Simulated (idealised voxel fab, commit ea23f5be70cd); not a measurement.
Process module name: voxel air gaps
In the cross-section labelled cut, the width is 270 nm and each square cell is 5 nm.
Square cells in a grid make up a cross-section in this document, and the grid is given as bands, listed from the top down, each one or more rows of cells. This entry defines a band. It first specifies the height of the band's top and the height of its bottom in nm, and then specifies the band's materials from left to right, stating each material with its width in nm. The word "everywhere" identifies a single material that fills the band from edge to edge, while the word "air" identifies empty space. Measure heights from 0. That's the level where, below it, the as-received wafer is all one material. The lowest band is bottomless and extends downward; write it as in "z 0 and below". With a width like "30 to 40", each row of cells in the band differs from the next by the same amount, the top row carrying the first number and the bottom row the second. For the purposes of this document, the phrase "no alteration" attached to a step denotes that no cell within the cross-section was modified by that step. Voids not open to the top, 8 cells minimum: see "Closed void inventory". Written width x height at distance; distance is from the left edge; nm. That trailing text on a step's line, after the settings, is the simulator's own remark on the step. overlay nm: mask offset rightward from planned place, masked step; negative means leftward offset.
### Set out below are the planned steps of the process
step 1: RECEIVE with material Si
step 2: CONFORMAL_DEP with material SiO2, thk nm 15
step 3: CONFORMAL_DEP with material SiCN, thk nm 5
step 4: DIRECTIONAL_DEP with material SiO2, thk nm 30
step 5: PATTERN with tone open, mask id LINES, material resist, width nm 25, pitch nm 50, thk nm 20, overlay nm 0
step 6: DIRECTIONAL_ETCH with etch materials SiO2, depth nm 30
step 7: STRIP with etch materials resist
step 8: CONFORMAL_DEP with material TiN, thk nm 5
step 9: FILL_DEP with material Ru, thk nm 10
step 10: CMP with height nm 50
step 11: EPI with material Ru, thk nm 10
step 12: SELECTIVE_ETCH with etch materials SiO2, depth nm 40
step 13: CONFORMAL_DEP with material SiCN, thk nm 5
### Wafer at receipt (post step 1), cross-section
- z 0 and below = Si everywhere
- Closed void inventory: none
### a wafer at the end: this start, this plan, one mistake
- z 65 to 60 = air 35 | SiCN 205 | air 30
- z 60 to 50 = air 35 | SiCN 5 | Ru 45 | SiCN 5 | Ru 45 | SiCN 5 | Ru 45 | SiCN 5 | Ru 45 | SiCN 5 | air 30
- z 50 to 45 = air 35 | SiCN 15 | TiN 5 | Ru 15 | TiN 5 | SiCN 25 | TiN 5 | Ru 15 | TiN 5 | SiCN 25 | TiN 5 | Ru 15 | TiN 5 | SiCN 25 | TiN 5 | Ru 15 | TiN 5 | SiCN 15 | air 30
- z 45 to 25 = air 45 | SiCN 5 | TiN 5 | Ru 15 | TiN 5 | SiCN 5 | air 15 | SiCN 5 | TiN 5 | Ru 15 | TiN 5 | SiCN 5 | air 15 | SiCN 5 | TiN 5 | Ru 15 | TiN 5 | SiCN 5 | air 15 | SiCN 5 | TiN 5 | Ru 15 | TiN 5 | SiCN 5 | air 40
- z 25 to 20 = SiCN 50 | TiN 25 | SiCN 25 | TiN 25 | SiCN 25 | TiN 25 | SiCN 25 | TiN 25 | SiCN 45
- z 20 to 15 = SiCN everywhere
- z 15 to 0 = SiO2 everywhere
- z 0 and below = Si everywhere
- Closed void inventory: 15 x 20 at 80; 15 x 20 at 130; 15 x 20 at 180
Finding, execution versus plan: for step 5, the planned setting was not used; the step was instead run as PATTERN with tone open, mask id LINES, material resist, width nm 25, pitch nm 50, thk nm 20, overlay nm 5
